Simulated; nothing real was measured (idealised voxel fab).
Process module in this document: voxel fin reveal
This is section cut - it's 250 nm across, gridded in 5 nm square cells.
We lay out every cross-section as a grid of square cells and spell it out in bands from the top down, where one band means one or more rows of cells. In this notation a band is specified by the heights of its top and bottom, in that order and in nm, after which its materials appear from left to right, each paired with its width in nm. The word "everywhere" attached to a single material means that material fills the band from edge to edge; the word "air" stands for empty space. Height is counted from the level 0, under which the received wafer is composed throughout of one material. The lowest of the bands is not closed at the bottom but continues downward, in the notation "from 0 down". Read "30 to 40" as a graded width: first number on top, second number at the bottom, same change between each pair of neighbouring rows. What does "no alterations made" mean for a step? It means no cell of the cross-section changed in that step. Empty spaces counting at least 8 cells and having no open way to the top are listed in "Fully sealed cavities". The notation width x height at distance is used for each, the distance being from the left edge and all three values in nm. What comes after the settings on a step's line is commentary from the simulator itself on that step. overlay nm, on a step with a mask: how far to the right of its planned place the mask lay; to the left if negative.
[Intended process steps]
1) RECEIVE with material Si
2) CONFORMAL_DEP with material SiN, thk nm 10
3) PATTERN with tone cover, mask id FINS, material resist, width nm 15, pitch nm 35, thk nm 20, overlay nm 0
4) DIRECTIONAL_ETCH with etch materials SiN, depth nm 10
5) DIRECTIONAL_ETCH with etch materials Si, depth nm 35
6) STRIP with etch materials resist
7) FILL_DEP with material SiO2, thk nm 10
8) CMP with height nm 10
9) SELECTIVE_ETCH with etch materials SiO2, depth nm 25
10) STRIP with etch materials SiN
11) CONFORMAL_DEP with material HfO2, thk nm 5
[On the first of the two wafers: run conducted according to plan]
[Incoming wafer, cross-sectional view, post step 1]
from 0 down | Si everywhere
Fully sealed cavities: none
[You're looking at a cross-section of the wafer after step 2]
from 10 to 0 | SiN everywhere
Under 0: no change, same as before.
[You're looking at a cross-section of the wafer after step 3]
from 30 to 10 | 65 nm air  15 nm resist  20 nm air  15 nm resist  20 nm air  15 nm resist  20 nm air  15 nm resist  65 nm air
Under 10: no change, same as before.
[You're looking at a cross-section of the wafer after step 4]
from 30 to 10 | 65 nm air  15 nm resist  20 nm air  15 nm resist  20 nm air  15 nm resist  20 nm air  15 nm resist  65 nm air
from 10 to 0 | 65 nm air  15 nm SiN  20 nm air  15 nm SiN  20 nm air  15 nm SiN  20 nm air  15 nm SiN  65 nm air
Under 0: no change, same as before.
[You're looking at a cross-section of the wafer after step 5]
from 30 to 10 | 65 nm air  15 nm resist  20 nm air  15 nm resist  20 nm air  15 nm resist  20 nm air  15 nm resist  65 nm air
from 10 to 0 | 65 nm air  15 nm SiN  20 nm air  15 nm SiN  20 nm air  15 nm SiN  20 nm air  15 nm SiN  65 nm air
from 0 to -35 | 65 nm air  15 nm Si  20 nm air  15 nm Si  20 nm air  15 nm Si  20 nm air  15 nm Si  65 nm air
Under -35: no change, same as before.
[You're looking at a cross-section of the wafer after step 6]
from 10 to 0 | 65 nm air  15 nm SiN  20 nm air  15 nm SiN  20 nm air  15 nm SiN  20 nm air  15 nm SiN  65 nm air
Under 0: no change, same as before.
[You're looking at a cross-section of the wafer after step 7]
from 20 to 10 | SiO2 everywhere
from 10 to 0 | 65 nm SiO2  15 nm SiN  20 nm SiO2  15 nm SiN  20 nm SiO2  15 nm SiN  20 nm SiO2  15 nm SiN  65 nm SiO2
from 0 to -35 | 65 nm SiO2  15 nm Si  20 nm SiO2  15 nm Si  20 nm SiO2  15 nm Si  20 nm SiO2  15 nm Si  65 nm SiO2
Under -35: no change, same as before.
[You're looking at a cross-section of the wafer after step 8]
from 10 to 0 | 65 nm SiO2  15 nm SiN  20 nm SiO2  15 nm SiN  20 nm SiO2  15 nm SiN  20 nm SiO2  15 nm SiN  65 nm SiO2
Under 0: no change, same as before.
[You're looking at a cross-section of the wafer after step 9]
from 10 to 0 | 65 nm air  15 nm SiN  20 nm air  15 nm SiN  20 nm air  15 nm SiN  20 nm air  15 nm SiN  65 nm air
from 0 to -15 | 65 nm air  15 nm Si  20 nm air  15 nm Si  20 nm air  15 nm Si  20 nm air  15 nm Si  65 nm air
Under -15: no change, same as before.
[You're looking at a cross-section of the wafer after step 10]
from 0 to -15 | 65 nm air  15 nm Si  20 nm air  15 nm Si  20 nm air  15 nm Si  20 nm air  15 nm Si  65 nm air
Under -15: no change, same as before.
[You're looking at a cross-section of the wafer after step 11]
from 5 to 0 | 60 nm air  25 nm HfO2  10 nm air  25 nm HfO2  10 nm air  25 nm HfO2  10 nm air  25 nm HfO2  60 nm air
from 0 to -10 | 60 nm air  5 nm HfO2  15 nm Si  5 nm HfO2  10 nm air  5 nm HfO2  15 nm Si  5 nm HfO2  10 nm air  5 nm HfO2  15 nm Si  5 nm HfO2  10 nm air  5 nm HfO2  15 nm Si  5 nm HfO2  60 nm air
from -10 to -15 | 65 nm HfO2  15 nm Si  20 nm HfO2  15 nm Si  20 nm HfO2  15 nm Si  20 nm HfO2  15 nm Si  65 nm HfO2
Under -15: no change, same as before.
[Wafer two: like wafer one in start and plan, but with one mistake in execution; identical up to and including step 4]
[Cross-section of the second wafer corresponding to the planned conclusion of step 5]
from 30 to 10 | 65 nm air  15 nm resist  20 nm air  15 nm resist  20 nm air  15 nm resist  20 nm air  15 nm resist  65 nm air
from 10 to 0 | 65 nm air  15 nm SiN  20 nm air  15 nm SiN  20 nm air  15 nm SiN  20 nm air  15 nm SiN  65 nm air
from 0 to -25 | 65 nm air  15 nm Si  20 nm air  15 nm Si  20 nm air  15 nm Si  20 nm air  15 nm Si  65 nm air
Under -25: no change, same as before.
[Cross-section of the second wafer corresponding to the planned conclusion of step 6]
from 10 to 0 | 65 nm air  15 nm SiN  20 nm air  15 nm SiN  20 nm air  15 nm SiN  20 nm air  15 nm SiN  65 nm air
Under 0: no change, same as before.
[Cross-section of the second wafer corresponding to the planned conclusion of step 7]
from 20 to 10 | SiO2 everywhere
from 10 to 0 | 65 nm SiO2  15 nm SiN  20 nm SiO2  15 nm SiN  20 nm SiO2  15 nm SiN  20 nm SiO2  15 nm SiN  65 nm SiO2
from 0 to -25 | 65 nm SiO2  15 nm Si  20 nm SiO2  15 nm Si  20 nm SiO2  15 nm Si  20 nm SiO2  15 nm Si  65 nm SiO2
Under -25: no change, same as before.
[Cross-section of the second wafer corresponding to the planned conclusion of step 8]
from 10 to 0 | 65 nm SiO2  15 nm SiN  20 nm SiO2  15 nm SiN  20 nm SiO2  15 nm SiN  20 nm SiO2  15 nm SiN  65 nm SiO2
Under 0: no change, same as before.
[Cross-section of the second wafer corresponding to the planned conclusion of step 9]
from 10 to 0 | 65 nm air  15 nm SiN  20 nm air  15 nm SiN  20 nm air  15 nm SiN  20 nm air  15 nm SiN  65 nm air
from 0 to -15 | 65 nm air  15 nm Si  20 nm air  15 nm Si  20 nm air  15 nm Si  20 nm air  15 nm Si  65 nm air
Under -15: no change, same as before.
[Cross-section of the second wafer corresponding to the planned conclusion of step 10]
from 0 to -15 | 65 nm air  15 nm Si  20 nm air  15 nm Si  20 nm air  15 nm Si  20 nm air  15 nm Si  65 nm air
Under -15: no change, same as before.
[Cross-section of the second wafer corresponding to the planned conclusion of step 11]
from 5 to 0 | 60 nm air  25 nm HfO2  10 nm air  25 nm HfO2  10 nm air  25 nm HfO2  10 nm air  25 nm HfO2  60 nm air
from 0 to -10 | 60 nm air  5 nm HfO2  15 nm Si  5 nm HfO2  10 nm air  5 nm HfO2  15 nm Si  5 nm HfO2  10 nm air  5 nm HfO2  15 nm Si  5 nm HfO2  10 nm air  5 nm HfO2  15 nm Si  5 nm HfO2  60 nm air
from -10 to -15 | 65 nm HfO2  15 nm Si  20 nm HfO2  15 nm Si  20 nm HfO2  15 nm Si  20 nm HfO2  15 nm Si  65 nm HfO2
Under -15: no change, same as before.
It is concluded that the wafer was processed incorrectly with respect to the plan, in that not per plan at step 5, really ran DIRECTIONAL_ETCH with etch materials Si, depth nm 25
At the finish, the second wafer shows more or fewer cells for some materials than the first does: 76 more of Si | 76 fewer of SiO2
